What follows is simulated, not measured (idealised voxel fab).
process module | voxel transistor to metal
The cross-section on display is named cut; it measures 185 nm wide, and its cells are 5 nm squares.
How to read a cross-section here: the picture is a grid of square cells, written as bands going from the top down, and any band can span one or more rows of cells.
In this notation a band is specified by the heights of its top and bottom, in that order and in nm, after which its materials appear from left to right, each paired with its width in nm. The word "everywhere" attached to a single material means that material fills the band from edge to edge; the word "empty" stands for empty space.
Note: height 0 marks the level under which the wafer is uniformly one material as received. Lowest band unbounded below, written "0 and below".
When a width is written as two numbers, as in "30 to 40", the first number is the width in the top row of cells of the band and the second is the width in its bottom row, and the width changes by the same amount from each row to the next.
Where a step carries "nothing different", the cross-section came out of it unchanged, cell for cell.
In the "Closed empty spaces" entry, you get each enclosed empty space of 8 cells or more, one with no open way to the top, written width x height at distance, distance from the left edge, in nm.
Step line, after settings: the simulator's comment on this step.
"overlay nm" on a masked step: distance the mask lay right of its planned place, negative for left.
# Process steps - plan
1) RECEIVE, material Si
2) CONFORMAL_DEP, material SiO2, thk nm 5
3) CONFORMAL_DEP, material SiN, thk nm 10
4) PATTERN, tone cover, mask id ACTIVE, material resist, width nm 85, thk nm 20, overlay nm 0
5) DIRECTIONAL_ETCH, etch materials SiN, depth nm 10
6) DIRECTIONAL_ETCH, etch materials SiO2, depth nm 5
7) DIRECTIONAL_ETCH, etch materials Si, depth nm 20
8) STRIP, etch materials resist
9) OXIDIZE, depth nm 5
10) FILL_DEP, material SiO2, thk nm 15
11) CMP, height nm 15
12) SELECTIVE_ETCH, etch materials SiO2, depth nm 5
13) STRIP, etch materials SiN
14) SELECTIVE_ETCH, etch materials SiO2, depth nm 5
15) OXIDIZE, depth nm 5
16) DIRECTIONAL_DEP, material polySi, thk nm 25
17) DIRECTIONAL_DEP, material SiCN, thk nm 15
18) DIRECTIONAL_DEP, material aC, thk nm 10
19) PATTERN, tone cover, mask id GATE, material resist, width nm 15, thk nm 25, overlay nm 0
20) DIRECTIONAL_ETCH, etch materials aC, depth nm 10
21) STRIP, etch materials resist
22) DIRECTIONAL_ETCH, etch materials SiCN, depth nm 25
23) DIRECTIONAL_ETCH, etch materials polySi, depth nm 35
24) STRIP, etch materials aC
25) CONFORMAL_DEP, material SiN, thk nm 10
26) DIRECTIONAL_ETCH, etch materials SiN, depth nm 10
27) DIRECTIONAL_ETCH, etch materials SiO2, depth nm 5
28) EPI, material SiGe, thk nm 5
29) FILL_DEP, material SiO2, thk nm 10
30) CMP, height nm 40
31) DIRECTIONAL_DEP, material SiO2, thk nm 15
32) MASKED_ETCH, tone open, mask id CONTACT, width nm 15, pitch nm 60, etch materials SiO2, depth nm 55, overlay nm 0
33) CONFORMAL_DEP, material TiN, thk nm 5
34) FILL_DEP, material W, thk nm 5
35) CMP, height nm 55
36) CONFORMAL_DEP, material SiCN, thk nm 5
37) DIRECTIONAL_DEP, material SiO2, thk nm 20
38) PATTERN, tone open, mask id METAL_1, material resist, width nm 15, pitch nm 60, thk nm 15, overlay nm 0
39) DIRECTIONAL_ETCH, etch materials SiO2, depth nm 20
40) DIRECTIONAL_ETCH, etch materials SiCN, depth nm 5
41) STRIP, etch materials resist
42) CONFORMAL_DEP, material TiN, thk nm 5
43) FILL_DEP, material Cu, thk nm 5
44) CMP, height nm 80
45) CONFORMAL_DEP, material SiN, thk nm 5
# Shown in cross-section is the wafer as received, that is, as it stands after step 1
> 0 and below  Si everywhere
> Closed empty spaces: none
# Figure: cross-sectional view of the wafer upon completion of the module, processed from the initial state and according to the plan depicted above, with one error introduced during execution
> 85 down to 80  SiN everywhere
> 80 down to 60  SiO2 (55)  TiN (5)  Cu (5)  TiN (5)  SiO2 (45)  TiN (5)  Cu (5)  TiN (5)  SiO2 (55)
> 60 down to 55  SiCN (55)  TiN (15)  SiCN (45)  TiN (15)  SiCN (55)
> 55 down to 40  SiO2 (55)  TiN (5)  W (5)  TiN (5)  SiO2 (45)  TiN (5)  W (5)  TiN (5)  SiO2 (55)
> 40 down to 30  SiO2 (55)  TiN (5)  W (5)  TiN (5)  SiO2 (5)  SiN (10)  SiCN (15)  SiN (10)  SiO2 (5)  TiN (5)  W (5)  TiN (5)  SiO2 (55)
> 30 down to 5  SiO2 (55)  TiN (5)  W (5)  TiN (5)  SiO2 (5)  SiN (10)  polySi (15)  SiN (10)  SiO2 (5)  TiN (5)  W (5)  TiN (5)  SiO2 (55)
> 5 down to 0  SiO2 (45)  SiN (10)  TiN (15)  SiO2 (45)  TiN (15)  SiN (10)  SiO2 (45)
> 0 down to -5  SiGe (45)  SiO2 (95)  SiGe (45)
> -5 down to -25  Si (45)  SiO2 (95)  Si (45)
> -25 and below  Si everywhere
> Closed empty spaces: none
Against the plan, the run slipped here: step 4 was not run as planned; what actually ran was PATTERN, tone open, mask id ACTIVE, material resist, width nm 85, thk nm 20, overlay nm 0
